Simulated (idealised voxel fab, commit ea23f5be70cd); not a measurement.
process module | voxel ribs on slabs
cross-section cut | 150 nm wide | cells 5 nm
A cross-section is a grid of square cells, given in bands from the top down. A band is one or more rows of cells.
Each band's line starts with the height of the band's top and of its bottom, in nm. Then come its materials from left to right, each with its width in nm. One material with "throughout" fills the band from edge to edge. "air" is empty space.
Height 0 is the level under which the wafer as received is all one material. The lowest band goes on downwards, as in "0 down".
A width such as "30 to 40" changes by the same amount from each row of cells to the next, from the band's top row to its bottom row.
"no change" after a step means that no cell of the cross-section changed.
closed voids: empty space of 8 cells or more with no open way to the top, each as width x height at its distance from the left edge, in nm
after a step's settings: what the simulator itself notes on the step
overlay nm, on a step with a mask: how far to the right of its planned place the mask lay; to the left if negative
plan
1 op RECEIVE | material Si
2 op DIRECTIONAL_DEP | material SiO2 | thk nm 25
3 op DIRECTIONAL_DEP | material polySi | thk nm 25
4 op MASKED_ETCH | tone cover | mask id RIB | width nm 20 | etch materials polySi | depth nm 5 | overlay nm 0
5 op MASKED_ETCH | tone cover | mask id SLAB | width nm 50 | etch materials polySi | depth nm 20 | overlay nm 0
6 op FILL_DEP | material SiO2 | thk nm 25
7 op CMP | height nm 65
8 op DIRECTIONAL_DEP | material W | thk nm 5
9 op DIRECTIONAL_DEP | material aC | thk nm 10
10 op PATTERN | tone cover | mask id HEATER | material resist | width nm 30 | thk nm 25 | overlay nm 0
11 op DIRECTIONAL_ETCH | etch materials aC | depth nm 10
12 op STRIP | etch materials resist
13 op DIRECTIONAL_ETCH | etch materials W | depth nm 5
14 op STRIP | etch materials aC
15 op CONFORMAL_DEP | material SiN | thk nm 5
first wafer, as planned
as received, after step 1
  0 down: Si throughout
  closed voids: none
after step 2
  25 to 0: SiO2 throughout
  below 0: unchanged
after step 3
  50 to 25: polySi throughout
  below 25: unchanged
after step 4
  50 to 45: air 65 | polySi 20 | air 65
  below 45: unchanged
after step 5
  50 to 45: air 65 | polySi 20 | air 65
  45 to 25: air 50 | polySi 50 | air 50
  below 25: unchanged
after step 6
  75 to 50: SiO2 throughout
  50 to 45: SiO2 65 | polySi 20 | SiO2 65
  45 to 25: SiO2 50 | polySi 50 | SiO2 50
  below 25: unchanged
after step 7
  65 to 50: SiO2 throughout
  below 50: unchanged
after step 8
  70 to 65: W throughout
  below 65: unchanged
after step 9
  80 to 70: aC throughout
  below 70: unchanged
after step 10
  105 to 80: air 60 | resist 30 | air 60
  below 80: unchanged
after step 11
  95 to 80: air 60 | resist 30 | air 60
  80 to 70: air 60 | aC 30 | air 60
  below 70: unchanged
after step 12
  80 to 70: air 60 | aC 30 | air 60
  below 70: unchanged
after step 13
  80 to 70: air 60 | aC 30 | air 60
  70 to 65: air 60 | W 30 | air 60
  below 65: unchanged
after step 14
  70 to 65: air 60 | W 30 | air 60
  below 65: unchanged
after step 15
  75 to 70: air 55 | SiN 40 | air 55
  70 to 65: SiN 60 | W 30 | SiN 60
  below 65: unchanged
second wafer: like start, like plan, one mistake. Through step 3 it matches the first wafer
when step 4 should have ended
  50 to 45: air 70 | polySi 20 | air 60
  below 45: unchanged
when step 5 should have ended
  50 to 45: air 70 | polySi 20 | air 60
  45 to 25: air 50 | polySi 50 | air 50
  below 25: unchanged
when step 6 should have ended
  75 to 50: SiO2 throughout
  50 to 45: SiO2 70 | polySi 20 | SiO2 60
  45 to 25: SiO2 50 | polySi 50 | SiO2 50
  below 25: unchanged
when step 7 should have ended
  65 to 50: SiO2 throughout
  below 50: unchanged
when step 8 should have ended
  70 to 65: W throughout
  below 65: unchanged
when step 9 should have ended
  80 to 70: aC throughout
  below 70: unchanged
when step 10 should have ended
  105 to 80: air 60 | resist 30 | air 60
  below 80: unchanged
when step 11 should have ended
  95 to 80: air 60 | resist 30 | air 60
  80 to 70: air 60 | aC 30 | air 60
  below 70: unchanged
when step 12 should have ended
  80 to 70: air 60 | aC 30 | air 60
  below 70: unchanged
when step 13 should have ended
  80 to 70: air 60 | aC 30 | air 60
  70 to 65: air 60 | W 30 | air 60
  below 65: unchanged
when step 14 should have ended
  70 to 65: air 60 | W 30 | air 60
  below 65: unchanged
when step 15 should have ended
  75 to 70: air 55 | SiN 40 | air 55
  70 to 65: SiN 60 | W 30 | SiN 60
  below 65: unchanged
what went wrong: step 4 ran as: op MASKED_ETCH | tone cover | mask id RIB | width nm 20 | etch materials polySi | depth nm 5 | overlay nm 5
at the end the second wafer has, in cells: as many of each material as the first, in other places
